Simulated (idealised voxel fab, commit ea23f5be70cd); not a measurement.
The process module that follows is named voxel wiring stack.
Cross-section cut: width 200 nm, square cells of 5 nm.
Square cells in a grid make up a cross-section in this document, and the grid is given as bands, listed from the top down, each one or more rows of cells.
Band entry format. Leading values: height of top, height of bottom, nm. Remainder: materials in left-to-right order, each with its width in nm. Special words: "all across" on a single material, which then fills the band edge to edge; "blank", empty space.
Ref level 0: as-received wafer is one material below here. Bottom band extends down with no lower bound ("from 0 down").
Width: "30 to 40" (first number = top row, second number = bottom row, same change from row to row of cells).
"nothing different" for a step: no cell of the cross-section changed in that step.
"Non-vented voids" - sealed voids, min. 8 cells, no opening to top; format: width x height at distance (distance from left edge; nm throughout).
after a step's settings: what the simulator itself notes on the step
overlay nm: on a step with a mask, how far right of its planned place the mask lay; negative means left.

# Here's what the planned process steps look like
| 1 | op RECEIVE | material Si |
| 2 | op CONFORMAL_DEP | material SiO2 | thk nm 5 |
| 3 | op CONFORMAL_DEP | material SiN | thk nm 5 |
| 4 | op DIRECTIONAL_DEP | material SiO2 | thk nm 15 |
| 5 | op DIRECTIONAL_DEP | material aC | thk nm 15 |
| 6 | op PATTERN | tone open | mask id METAL_1 | material resist | width nm 25 | pitch nm 55 | thk nm 30 | overlay nm 0 |
| 7 | op DIRECTIONAL_ETCH | etch materials aC | depth nm 15 |
| 8 | op STRIP | etch materials resist |
| 9 | op DIRECTIONAL_ETCH | etch materials SiO2 | depth nm 15 |
| 10 | op DIRECTIONAL_ETCH | etch materials SiN | depth nm 5 |
| 11 | op STRIP | etch materials aC |
| 12 | op CONFORMAL_DEP | material TiN | thk nm 5 |
| 13 | op FILL_DEP | material Cu | thk nm 5 |
| 14 | op CMP | height nm 35 |
| 15 | op EPI | material Ru | thk nm 5 |
| 16 | op FILL_DEP | material SiCN | thk nm 5 |
| 17 | op DIRECTIONAL_DEP | material lowk | thk nm 20 |
| 18 | op DIRECTIONAL_DEP | material aC | thk nm 15 |
| 19 | op PATTERN | tone open | mask id PLUG_1 | material resist | width nm 15 | pitch nm 110 | thk nm 30 | overlay nm 0 |
| 20 | op DIRECTIONAL_ETCH | etch materials aC | depth nm 15 |
| 21 | op STRIP | etch materials resist |
| 22 | op DIRECTIONAL_ETCH | etch materials lowk | depth nm 20 |
| 23 | op DIRECTIONAL_ETCH | etch materials SiCN | depth nm 5 |
| 24 | op STRIP | etch materials aC |
| 25 | op EPI | material Ru | thk nm 10 |
| 26 | op EPI | material Ru | thk nm 10 |
| 27 | op EPI | material Ru | thk nm 5 |
| 28 | op CONFORMAL_DEP | material SiN | thk nm 5 |
| 29 | op DIRECTIONAL_DEP | material lowk | thk nm 20 |
| 30 | op MASKED_ETCH | tone open | mask id METAL_2 | width nm 25 | pitch nm 55 | etch materials lowk | depth nm 20 | overlay nm 0 |
| 31 | op MASKED_ETCH | tone open | mask id METAL_2 | width nm 25 | pitch nm 55 | etch materials SiN | depth nm 5 | overlay nm 0 |
| 32 | op CONFORMAL_DEP | material TiN | thk nm 5 |
| 33 | op FILL_DEP | material Ru | thk nm 5 |
| 34 | op CMP | height nm 90 |
| 35 | op EPI | material Ru | thk nm 5 |
| 36 | op FILL_DEP | material SiCN | thk nm 5 |
| 37 | op DIRECTIONAL_DEP | material lowk | thk nm 30 |
| 38 | op PATTERN | tone open | mask id METAL_3_HOLES | material resist | width nm 15 | pitch nm 110 | thk nm 15 | overlay nm 0 |
| 39 | op DIRECTIONAL_ETCH | etch materials lowk | depth nm 30 |
| 40 | op STRIP | etch materials resist |
| 41 | op MASKED_ETCH | tone open | mask id METAL_3 | width nm 25 | pitch nm 55 | etch materials lowk | depth nm 15 | overlay nm 0 |
| 42 | op MASKED_ETCH | tone open | mask id METAL_3 | width nm 25 | pitch nm 55 | etch materials SiCN | depth nm 5 | overlay nm 0 |
| 43 | op CONFORMAL_DEP | material TiN | thk nm 5 |
| 44 | op FILL_DEP | material Cu | thk nm 10 |
| 45 | op CMP | height nm 130 |
| 46 | op CONFORMAL_DEP | material SiCN | thk nm 5 |
| 47 | op DIRECTIONAL_DEP | material SiO2 | thk nm 20 |
| 48 | op MASKED_ETCH | tone open | mask id PLUG_3 | width nm 15 | pitch nm 110 | etch materials SiO2 | depth nm 20 | overlay nm 0 |
| 49 | op MASKED_ETCH | tone open | mask id PLUG_3 | width nm 15 | pitch nm 110 | etch materials SiCN | depth nm 5 | overlay nm 0 |
| 50 | op EPI | material Ru | thk nm 10 |
| 51 | op EPI | material Ru | thk nm 10 |
| 52 | op EPI | material Ru | thk nm 5 |
| 53 | op CONFORMAL_DEP | material SiN | thk nm 5 |
| 54 | op DIRECTIONAL_DEP | material SiO2 | thk nm 25 |
| 55 | op PATTERN | tone open | mask id METAL_4 | material resist | width nm 25 | pitch nm 55 | thk nm 20 | overlay nm 0 |
| 56 | op DIRECTIONAL_ETCH | etch materials SiO2 | depth nm 25 |
| 57 | op DIRECTIONAL_ETCH | etch materials SiN | depth nm 5 |
| 58 | op STRIP | etch materials resist |
| 59 | op CONFORMAL_DEP | material TiN | thk nm 5 |
| 60 | op FILL_DEP | material Cu | thk nm 5 |
| 61 | op CMP | height nm 185 |
| 62 | op CONFORMAL_DEP | material SiN | thk nm 5 |
Variable across wafers: step 2 thk nm (plan value is that of the first wafer; starting state common to all).

# Cross-sectional view of the first of several wafers in the as-received condition, corresponding to the state following step 1
- from 0 down = Si all across
- Non-vented voids: none

# First of several wafers, sectioned at end of module (last step: step 62)
- from 190 to 185 = SiN all across
- from 185 to 160 = SiO2: 30 | TiN: 5 | Cu: 15 | TiN: 5 | SiO2: 30 | TiN: 5 | Cu: 15 | TiN: 5 | SiO2: 30 | TiN: 5 | Cu: 15 | TiN: 5 | SiO2: 35
- from 160 to 155 = SiN: 30 | TiN: 25 | SiN: 30 | TiN: 25 | SiN: 30 | TiN: 25 | SiN: 35
- from 155 to 135 = SiO2: 30 | Ru: 15 | SiO2: 95 | Ru: 15 | SiO2: 45
- from 135 to 130 = SiCN: 30 | Ru: 15 | SiCN: 95 | Ru: 15 | SiCN: 45
- from 130 to 120 = lowk: 30 | TiN: 5 | Cu: 15 | TiN: 5 | lowk: 30 | TiN: 5 | Cu: 15 | TiN: 5 | lowk: 30 | TiN: 5 | Cu: 15 | TiN: 5 | lowk: 35
- from 120 to 115 = lowk: 30 | TiN: 5 | Cu: 5 | TiN: 15 | lowk: 30 | TiN: 25 | lowk: 30 | TiN: 5 | Cu: 5 | TiN: 15 | lowk: 35
- from 115 to 100 = lowk: 30 | TiN: 5 | Cu: 5 | TiN: 5 | lowk: 95 | TiN: 5 | Cu: 5 | TiN: 5 | lowk: 45
- from 100 to 95 = SiCN: 30 | TiN: 15 | SiCN: 95 | TiN: 15 | SiCN: 45
- from 95 to 90 = SiCN: 25 | Ru: 35 | SiCN: 20 | Ru: 35 | SiCN: 20 | Ru: 35 | SiCN: 30
- from 90 to 70 = lowk: 30 | TiN: 5 | Ru: 15 | TiN: 5 | lowk: 30 | TiN: 5 | Ru: 15 | TiN: 5 | lowk: 30 | TiN: 5 | Ru: 15 | TiN: 5 | lowk: 35
- from 70 to 65 = SiN: 30 | TiN: 25 | SiN: 30 | TiN: 25 | SiN: 30 | TiN: 25 | SiN: 35
- from 65 to 45 = lowk: 30 | Ru: 15 | lowk: 95 | Ru: 15 | lowk: 45
- from 45 to 40 = SiCN: 30 | Ru: 15 | SiCN: 95 | Ru: 15 | SiCN: 45
- from 40 to 35 = Ru all across
- from 35 to 30 = Cu all across
- from 30 to 25 = TiN: 35 | Cu: 15 | TiN: 40 | Cu: 15 | TiN: 40 | Cu: 15 | TiN: 40
- from 25 to 10 = SiO2: 30 | TiN: 5 | Cu: 15 | TiN: 5 | SiO2: 30 | TiN: 5 | Cu: 15 | TiN: 5 | SiO2: 30 | TiN: 5 | Cu: 15 | TiN: 5 | SiO2: 35
- from 10 to 5 = SiN: 30 | TiN: 25 | SiN: 30 | TiN: 25 | SiN: 30 | TiN: 25 | SiN: 35
- from 5 to 0 = SiO2 all across
- from 0 down = Si all across
- Non-vented voids: none

# Here's the last wafer cross-sectioned at the end of the module
- from 190 to 185 = SiN all across
- from 185 to 160 = SiO2: 30 | TiN: 5 | Cu: 15 | TiN: 5 | SiO2: 30 | TiN: 5 | Cu: 15 | TiN: 5 | SiO2: 30 | TiN: 5 | Cu: 15 | TiN: 5 | SiO2: 35
- from 160 to 155 = SiN: 30 | TiN: 25 | SiN: 30 | TiN: 25 | SiN: 30 | TiN: 25 | SiN: 35
- from 155 to 135 = SiO2: 30 | Ru: 15 | SiO2: 95 | Ru: 15 | SiO2: 45
- from 135 to 130 = SiCN: 30 | Ru: 15 | SiCN: 95 | Ru: 15 | SiCN: 45
- from 130 to 120 = lowk: 30 | TiN: 5 | Cu: 15 | TiN: 5 | lowk: 30 | TiN: 5 | Cu: 15 | TiN: 5 | lowk: 30 | TiN: 5 | Cu: 15 | TiN: 5 | lowk: 35
- from 120 to 115 = lowk: 30 | TiN: 5 | Cu: 5 | TiN: 15 | lowk: 30 | TiN: 25 | lowk: 30 | TiN: 5 | Cu: 5 | TiN: 15 | lowk: 35
- from 115 to 100 = lowk: 30 | TiN: 5 | Cu: 5 | TiN: 5 | lowk: 95 | TiN: 5 | Cu: 5 | TiN: 5 | lowk: 45
- from 100 to 95 = SiCN: 30 | TiN: 15 | SiCN: 95 | TiN: 15 | SiCN: 45
- from 95 to 90 = SiCN: 25 | Ru: 35 | SiCN: 20 | Ru: 35 | SiCN: 20 | Ru: 35 | SiCN: 30
- from 90 to 70 = lowk: 30 | TiN: 5 | Ru: 15 | TiN: 5 | lowk: 30 | TiN: 5 | Ru: 15 | TiN: 5 | lowk: 30 | TiN: 5 | Ru: 15 | TiN: 5 | lowk: 35
- from 70 to 65 = SiN: 30 | TiN: 25 | SiN: 30 | TiN: 25 | SiN: 30 | TiN: 25 | SiN: 35
- from 65 to 45 = lowk: 30 | Ru: 15 | lowk: 95 | Ru: 15 | lowk: 45
- from 45 to 40 = SiCN: 30 | Ru: 15 | SiCN: 95 | Ru: 15 | SiCN: 45
- from 40 to 35 = SiCN: 25 | Ru: 35 | SiCN: 20 | Ru: 35 | SiCN: 20 | Ru: 35 | SiCN: 30
- from 35 to 30 = SiN: 30 | TiN: 25 | SiN: 30 | TiN: 25 | SiN: 30 | TiN: 25 | SiN: 35
- from 30 to 0 = SiO2 all across
- from 0 down = Si all across
- Non-vented voids: none

# Each row below is a wafer at the end of the module, listing for every material the number of cells it has gained (+) or lost (-) since it was received, followed by its closed voids
thk nm 5 | +147 Cu | +157 Ru | +121 SiCN | +115 SiN | +376 SiO2 | +191 TiN | +413 lowk | Non-vented voids: none
thk nm 10 | +107 Cu | +157 Ru | +121 SiCN | +115 SiN | +416 SiO2 | +191 TiN | +413 lowk | Non-vented voids: none
thk nm 15 | +98 Cu | +138 Ru | +140 SiCN | +115 SiN | +456 SiO2 | +160 TiN | +413 lowk | Non-vented voids: none
thk nm 20 | +89 Cu | +138 Ru | +140 SiCN | +115 SiN | +471 SiO2 | +154 TiN | +413 lowk | Non-vented voids: none
thk nm 25 | +80 Cu | +138 Ru | +140 SiCN | +115 SiN | +486 SiO2 | +148 TiN | +413 lowk | Non-vented voids: none
thk nm 30 | +71 Cu | +138 Ru | +140 SiCN | +115 SiN | +501 SiO2 | +142 TiN | +413 lowk | Non-vented voids: none
